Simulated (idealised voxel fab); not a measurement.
process module | voxel transistor to metal
cross-section cut | 185 nm wide | cells 5 nm
A cross-section is a grid of square cells, given in bands from the top down. A band is one or more rows of cells.
Each band's line starts with the height of the band's top and of its bottom, in nm. Then come its materials from left to right, each with its width in nm. One material with "throughout" fills the band from edge to edge. "air" is empty space.
Height 0 is the level under which the wafer as received is all one material. The lowest band goes on downwards, as in "0 down".
A width such as "30 to 40" changes by the same amount from each row of cells to the next, from the band's top row to its bottom row.
"no change" after a step means that no cell of the cross-section changed.
closed voids: empty space of 8 cells or more with no open way to the top, each as width x height at its distance from the left edge, in nm
after a step's settings: what the simulator itself notes on the step
overlay nm, on a step with a mask: how far to the right of its planned place the mask lay; to the left if negative
plan
1 op RECEIVE | material Si
2 op CONFORMAL_DEP | material SiO2 | thk nm 5
3 op CONFORMAL_DEP | material SiN | thk nm 10
4 op DIRECTIONAL_DEP | material aC | thk nm 15
5 op PATTERN | tone cover | mask id ACTIVE | material resist | width nm 100 | thk nm 30 | overlay nm 0
6 op DIRECTIONAL_ETCH | etch materials aC | depth nm 15
7 op STRIP | etch materials resist
8 op DIRECTIONAL_ETCH | etch materials SiN | depth nm 10
9 op DIRECTIONAL_ETCH | etch materials SiO2 | depth nm 5
10 op DIRECTIONAL_ETCH | etch materials Si | depth nm 30
11 op STRIP | etch materials aC
12 op FILL_DEP | material SiO2 | thk nm 15
13 op CMP | height nm 15
14 op SELECTIVE_ETCH | etch materials SiO2 | depth nm 10
15 op STRIP | etch materials SiN
16 op SELECTIVE_ETCH | etch materials SiO2 | depth nm 5
17 op OXIDIZE | depth nm 5
18 op DIRECTIONAL_DEP | material polySi | thk nm 25
19 op DIRECTIONAL_DEP | material SiCN | thk nm 10
20 op DIRECTIONAL_DEP | material aC | thk nm 15
21 op PATTERN | tone cover | mask id GATE | material resist | width nm 20 | thk nm 35 | overlay nm 0
22 op DIRECTIONAL_ETCH | etch materials aC | depth nm 15
23 op STRIP | etch materials resist
24 op DIRECTIONAL_ETCH | etch materials SiCN | depth nm 20
25 op DIRECTIONAL_ETCH | etch materials polySi | depth nm 35
26 op STRIP | etch materials aC
27 op CONFORMAL_DEP | material SiN | thk nm 10
28 op DIRECTIONAL_ETCH | etch materials SiN | depth nm 10
29 op DIRECTIONAL_ETCH | etch materials SiO2 | depth nm 5
30 op DIRECTIONAL_ETCH | etch materials Si | depth nm 10
31 op EPI | material SiGe | thk nm 15
32 op FILL_DEP | material SiO2 | thk nm 5
33 op CMP | height nm 35
34 op DIRECTIONAL_DEP | material SiO2 | thk nm 10
35 op PATTERN | tone open | mask id CONTACT | material resist | width nm 30 | pitch nm 60 | thk nm 15 | overlay nm 0
36 op DIRECTIONAL_ETCH | etch materials SiO2 | depth nm 45
37 op STRIP | etch materials resist
38 op CONFORMAL_DEP | material TiN | thk nm 5
39 op FILL_DEP | material W | thk nm 10
40 op CMP | height nm 45
41 op CONFORMAL_DEP | material SiN | thk nm 5
42 op DIRECTIONAL_DEP | material SiO2 | thk nm 20
43 op MASKED_ETCH | tone open | mask id METAL_1 | width nm 15 | pitch nm 75 | etch materials SiO2 | depth nm 20 | overlay nm 0
44 op MASKED_ETCH | tone open | mask id METAL_1 | width nm 15 | pitch nm 75 | etch materials SiN | depth nm 5 | overlay nm 0
45 op CONFORMAL_DEP | material TiN | thk nm 5
46 op FILL_DEP | material Cu | thk nm 10
47 op CMP | height nm 70
48 op CONFORMAL_DEP | material SiCN | thk nm 5
49 op DIRECTIONAL_DEP | material SiO2 | thk nm 25
50 op PATTERN | tone open | mask id METAL_2 | material resist | width nm 15 | pitch nm 75 | thk nm 15 | overlay nm 0
51 op DIRECTIONAL_ETCH | etch materials SiO2 | depth nm 15
52 op STRIP | etch materials resist
53 op DIRECTIONAL_DEP | material aC | thk nm 15
54 op PATTERN | tone open | mask id METAL_2_HOLES | material resist | width nm 15 | pitch nm 75 | thk nm 35 | overlay nm 0
55 op DIRECTIONAL_ETCH | etch materials aC | depth nm 15
56 op STRIP | etch materials resist
57 op DIRECTIONAL_ETCH | etch materials SiO2 | depth nm 10
58 op DIRECTIONAL_ETCH | etch materials SiCN | depth nm 5
59 op STRIP | etch materials aC
60 op CONFORMAL_DEP | material TiN | thk nm 5
61 op FILL_DEP | material Cu | thk nm 10
62 op CMP | height nm 100
63 op CONFORMAL_DEP | material SiN | thk nm 5
as received, after step 1
  0 down: Si throughout
  closed voids: none
first wafer at the end, as planned
  105 to 100: SiN throughout
  100 to 75: SiO2 45 | TiN 5 | Cu 5 | TiN 5 | SiO2 60 | TiN 5 | Cu 5 | TiN 5 | SiO2 50
  75 to 70: SiCN 45 | TiN 15 | SiCN 60 | TiN 15 | SiCN 50
  70 to 50: SiO2 45 | TiN 5 | Cu 5 | TiN 5 | SiO2 60 | TiN 5 | Cu 5 | TiN 5 | SiO2 50
  50 to 45: SiN 45 | TiN 15 | SiN 60 | TiN 15 | SiN 50
  45 to 35: SiO2 45 | TiN 5 | W 20 to 15 | TiN 5 to 10 | SiO2 30 | TiN 5 to 10 | W 20 to 15 | TiN 5 | SiO2 50
  35 to 25: SiO2 45 | TiN 5 | W 15 | TiN 5 | SiN 10 | SiCN 20 | SiN 10 | TiN 5 | W 15 | TiN 5 | SiO2 50
  25 to 15: SiO2 45 | TiN 5 | W 15 | TiN 5 | SiN 10 | polySi 20 | SiN 10 | TiN 5 | W 15 | TiN 5 | SiO2 50
  15 to 10: SiO2 45 | TiN 25 | SiN 10 | polySi 20 | SiN 10 | TiN 25 | SiO2 50
  10 to 0: SiO2 45 | TiN 10 | SiGe 15 | SiN 10 | polySi 20 | SiN 10 | SiGe 15 | TiN 10 | SiO2 50
  0 to -5: SiO2 35 | SiGe 35 | SiO2 40 | SiGe 35 | SiO2 40
  -5 to -15: SiO2 40 | SiGe 30 | Si 40 | SiGe 30 | SiO2 45
  -15 to -30: SiO2 40 | Si 100 | SiO2 45
  -30 down: Si throughout
  closed voids: none
second wafer at the end: like start, like plan, one mistake
  105 to 100: SiN throughout
  100 to 90: SiO2 45 | TiN 5 | Cu 5 | TiN 5 | SiO2 60 | TiN 5 | Cu 5 | TiN 5 | SiO2 50
  90 to 85: SiCN 45 | TiN 15 | SiCN 60 | TiN 15 | SiCN 50
  85 to 75: Cu throughout
  75 to 70: TiN 50 | Cu 5 | TiN 70 | Cu 5 | TiN 55
  70 to 50: SiO2 45 | TiN 5 | Cu 5 | TiN 5 | SiO2 60 | TiN 5 | Cu 5 | TiN 5 | SiO2 50
  50 to 45: SiN 45 | TiN 15 | SiN 60 | TiN 15 | SiN 50
  45 to 35: SiO2 45 | TiN 5 | W 20 to 15 | TiN 5 to 10 | SiO2 30 | TiN 5 to 10 | W 20 to 15 | TiN 5 | SiO2 50
  35 to 25: SiO2 45 | TiN 5 | W 15 | TiN 5 | SiN 10 | SiCN 20 | SiN 10 | TiN 5 | W 15 | TiN 5 | SiO2 50
  25 to 15: SiO2 45 | TiN 5 | W 15 | TiN 5 | SiN 10 | polySi 20 | SiN 10 | TiN 5 | W 15 | TiN 5 | SiO2 50
  15 to 10: SiO2 45 | TiN 25 | SiN 10 | polySi 20 | SiN 10 | TiN 25 | SiO2 50
  10 to 0: SiO2 45 | TiN 10 | SiGe 15 | SiN 10 | polySi 20 | SiN 10 | SiGe 15 | TiN 10 | SiO2 50
  0 to -5: SiO2 35 | SiGe 35 | SiO2 40 | SiGe 35 | SiO2 40
  -5 to -15: SiO2 40 | SiGe 30 | Si 40 | SiGe 30 | SiO2 45
  -15 to -30: SiO2 40 | Si 100 | SiO2 45
  -30 down: Si throughout
  closed voids: none
what went wrong: step 47 was left out
at the end the second wafer has, in cells: 70 more of Cu | 93 fewer of SiO2 | 23 more of TiN
